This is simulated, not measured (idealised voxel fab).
Process module in this document: voxel self aligned contacts
Cross-section cut spans 255 nm and uses square cells 5 nm in size.
Bands, listed from the top down, are how a cross-section gets written in this document; the cross-section itself is a grid of square cells, and a band is one or more rows of them. Each band's line starts with the height of the band's top and of its bottom, in nm. Then come its materials from left to right, each with its width in nm. One material with "throughout" fills the band from edge to edge. "blank" is empty space. Ref level 0: as-received wafer is one material below here. Bottom band extends down with no lower bound ("from 0 down"). Graded width ("30..40"): value in top row of band = first number; value in bottom row = second number; row-to-row change constant. For the purposes of this document, the phrase "all unchanged" attached to a step denotes that no cell within the cross-section was modified by that step. Basically, "Trapped cavities" tells you about the enclosed voids: empty spaces with no open way to the top, 8 cells or bigger, each written width x height at distance, where distance is from the left edge, all in nm. Formally, on a step line, whatever follows the settings is a remark that the simulator itself makes on the step. Regarding "overlay nm": on a step with a mask, it is the distance the mask lay to the right of its planned place; a negative value places it to the left.

# plan
1: RECEIVE,material Si
2: OXIDIZE,depth nm 5
3: DIRECTIONAL_DEP,material polySi,thk nm 25
4: DIRECTIONAL_DEP,material SiN,thk nm 20
5: MASKED_ETCH,tone cover,mask id GATE,width nm 35,pitch nm 70,etch materials SiN,depth nm 20,overlay nm 0
6: MASKED_ETCH,tone cover,mask id GATE,width nm 35,pitch nm 70,etch materials polySi,depth nm 25,overlay nm 0
7: CONFORMAL_DEP,material SiN,thk nm 5
8: DIRECTIONAL_ETCH,etch materials SiN,depth nm 5
9: FILL_DEP,material SiO2,thk nm 10
10: CMP,height nm 50
11: DIRECTIONAL_DEP,material aC,thk nm 10
12: PATTERN,tone open,mask id CONTACT,material resist,width nm 45,thk nm 30,overlay nm 0
13: DIRECTIONAL_ETCH,etch materials aC,depth nm 10
14: STRIP,etch materials resist
15: DIRECTIONAL_ETCH,etch materials SiO2,depth nm 55
16: STRIP,etch materials aC
17: CONFORMAL_DEP,material TiN,thk nm 5
18: FILL_DEP,material W,thk nm 5
19: CMP,height nm 50
20: CONFORMAL_DEP,material SiCN,thk nm 5

# Cross-section of the wafer as it came to us, i.e., already through step 1
- from 0 down | Si throughout
- Trapped cavities: none

# Look at the cross-section after the module: the wafer started out the way shown above and the plan was the one shown above, yet one mistake was made along the way
- from 55 to 50 | SiCN throughout
- from 50 to 30 | SiO2 70 nm, then SiN 5 nm, then polySi 35 nm, then SiN 5 nm, then TiN 5 nm, then W 15 nm, then TiN 5 nm, then SiN 5 nm, then polySi 35 nm, then SiN 5 nm, then SiO2 70 nm
- from 30 to 25 | SiO2 70 nm, then SiN 5 nm, then polySi 35 nm, then SiN 5 nm, then TiN 25 nm, then SiN 5 nm, then polySi 35 nm, then SiN 5 nm, then SiO2 70 nm
- from 25 to 0 | polySi throughout
- from 0 to -5 | SiO2 throughout
- from -5 down | Si throughout
- Trapped cavities: none
Run error: twice, step 3 of the plan was run
